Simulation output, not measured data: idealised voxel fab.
This section sets out a process module, namely voxel wiring stack.
Square cell edge 5 nm, section width 195 nm, ID cut.
Bands, listed from the top down, are how a cross-section gets written in this document; the cross-section itself is a grid of square cells, and a band is one or more rows of them.
The entry gives the band's vertical extent as a top height and a bottom height in nm, then its horizontal make-up as materials from left to right, each with a width in nm. "air" stands for empty space; a single material marked "everywhere" fills the band edge to edge.
The reference from which all heights are counted is 0, the level beneath which the as-received wafer is entirely one material; the lowest band, having no lower bound, proceeds downward and is written after the example "from 0 down".
Graded width ("30 to 40"): value in top row of band = first number; value in bottom row = second number; row-to-row change constant.
"everything unchanged" (step): cross-section cells unchanged, all of them.
Heads up: "Enclosed void entries" only lists the empty pockets with no open path to the top that are 8 cells or more, and it writes them as width x height at distance, distance from the left edge, in nm.
Read whatever lies past the settings on a step's line as the simulator's own remark about the step.
The setting "overlay nm" may be written on the line of a step. When the step uses a mask, the value reports how far to the right of the planned place the mask lay, and a negative value reports that it lay to the left.
The process steps that were planned are listed below:
1. op RECEIVE | material Si
2. op CONFORMAL_DEP | material SiO2 | thk nm 15
3. op CONFORMAL_DEP | material SiN | thk nm 5
4. op DIRECTIONAL_DEP | material lowk | thk nm 25
5. op DIRECTIONAL_DEP | material aC | thk nm 15
6. op PATTERN | tone open | mask id METAL_1 | material resist | width nm 25 | pitch nm 55 | thk nm 35 | overlay nm 0
7. op DIRECTIONAL_ETCH | etch materials aC | depth nm 15
8. op STRIP | etch materials resist
9. op DIRECTIONAL_ETCH | etch materials lowk | depth nm 25
10. op DIRECTIONAL_ETCH | etch materials SiN | depth nm 5
11. op STRIP | etch materials aC
12. op CONFORMAL_DEP | material TiN | thk nm 5
13. op FILL_DEP | material Ru | thk nm 5
14. op CMP | height nm 45
15. op CONFORMAL_DEP | material SiCN | thk nm 5
16. op DIRECTIONAL_DEP | material SiO2 | thk nm 30
17. op PATTERN | tone open | mask id METAL_2 | material resist | width nm 25 | pitch nm 55 | thk nm 15 | overlay nm 0
18. op DIRECTIONAL_ETCH | etch materials SiO2 | depth nm 20
19. op STRIP | etch materials resist
20. op DIRECTIONAL_DEP | material aC | thk nm 15
21. op PATTERN | tone open | mask id METAL_2_HOLES | material resist | width nm 15 | pitch nm 55 | thk nm 35 | overlay nm 0
22. op DIRECTIONAL_ETCH | etch materials aC | depth nm 15
23. op STRIP | etch materials resist
24. op DIRECTIONAL_ETCH | etch materials SiO2 | depth nm 10
25. op DIRECTIONAL_ETCH | etch materials SiCN | depth nm 5
26. op STRIP | etch materials aC
27. op CONFORMAL_DEP | material TiN | thk nm 5
28. op FILL_DEP | material Cu | thk nm 5
29. op CMP | height nm 80
30. op CONFORMAL_DEP | material SiCN | thk nm 5
31. op DIRECTIONAL_DEP | material SiO2 | thk nm 35
32. op PATTERN | tone open | mask id METAL_3_HOLES | material resist | width nm 15 | thk nm 20 | overlay nm 0
33. op DIRECTIONAL_ETCH | etch materials SiO2 | depth nm 35
34. op STRIP | etch materials resist
35. op DIRECTIONAL_DEP | material aC | thk nm 15
36. op PATTERN | tone open | mask id METAL_3 | material resist | width nm 25 | pitch nm 55 | thk nm 35 | overlay nm 0
37. op DIRECTIONAL_ETCH | etch materials aC | depth nm 15
38. op STRIP | etch materials resist
39. op DIRECTIONAL_ETCH | etch materials SiO2 | depth nm 20
40. op DIRECTIONAL_ETCH | etch materials SiCN | depth nm 5
41. op STRIP | etch materials aC
42. op CONFORMAL_DEP | material TiN | thk nm 5
43. op FILL_DEP | material Cu | thk nm 10
44. op CMP | height nm 120
45. op CONFORMAL_DEP | material SiCN | thk nm 5
Shown in cross-section is the wafer as received, that is, as it stands after step 1:
    from 0 down | Si everywhere
    Enclosed void entries: none
Cross-section at module end, one run error; start and plan unchanged from above:
    from 125 to 120 | SiCN everywhere
    from 120 to 105 | 55 nm SiO2  5 nm TiN  15 nm Cu  5 nm TiN  30 nm SiO2  5 nm TiN  15 nm Cu  5 nm TiN  60 nm SiO2
    from 105 to 100 | 55 nm SiO2  5 nm TiN  5 nm Cu  15 nm TiN  30 nm SiO2  25 nm TiN  60 nm SiO2
    from 100 to 85 | 55 nm SiO2  5 nm TiN  5 nm Cu  5 nm TiN  125 nm SiO2
    from 85 to 80 | 55 nm SiCN  15 nm TiN  125 nm SiCN
    from 80 to 65 | 55 nm SiO2  5 nm TiN  15 nm Cu  5 nm TiN  30 nm SiO2  5 nm TiN  15 nm Cu  5 nm TiN  60 nm SiO2
    from 65 to 60 | 55 nm SiO2  10 nm TiN  5 nm Cu  10 nm TiN  30 nm SiO2  10 nm TiN  5 nm Cu  10 nm TiN  60 nm SiO2
    from 60 to 50 | 60 nm SiO2  5 nm TiN  5 nm Cu  5 nm TiN  40 nm SiO2  5 nm TiN  5 nm Cu  5 nm TiN  65 nm SiO2
    from 50 to 45 | 60 nm SiCN  15 nm TiN  40 nm SiCN  15 nm TiN  65 nm SiCN
    from 45 to 20 | 55 nm lowk  5 nm TiN  15 nm Ru  5 nm TiN  30 nm lowk  5 nm TiN  15 nm Ru  5 nm TiN  60 nm lowk
    from 20 to 15 | 55 nm SiN  25 nm TiN  30 nm SiN  25 nm TiN  60 nm SiN
    from 15 to 0 | SiO2 everywhere
    from 0 down | Si everywhere
    Enclosed void entries: none
Here's what went sideways: rather than as planned, step 21 actually ran as op PATTERN | tone open | mask id METAL_2_HOLES | material resist | width nm 15 | pitch nm 55 | thk nm 35 | overlay nm 5
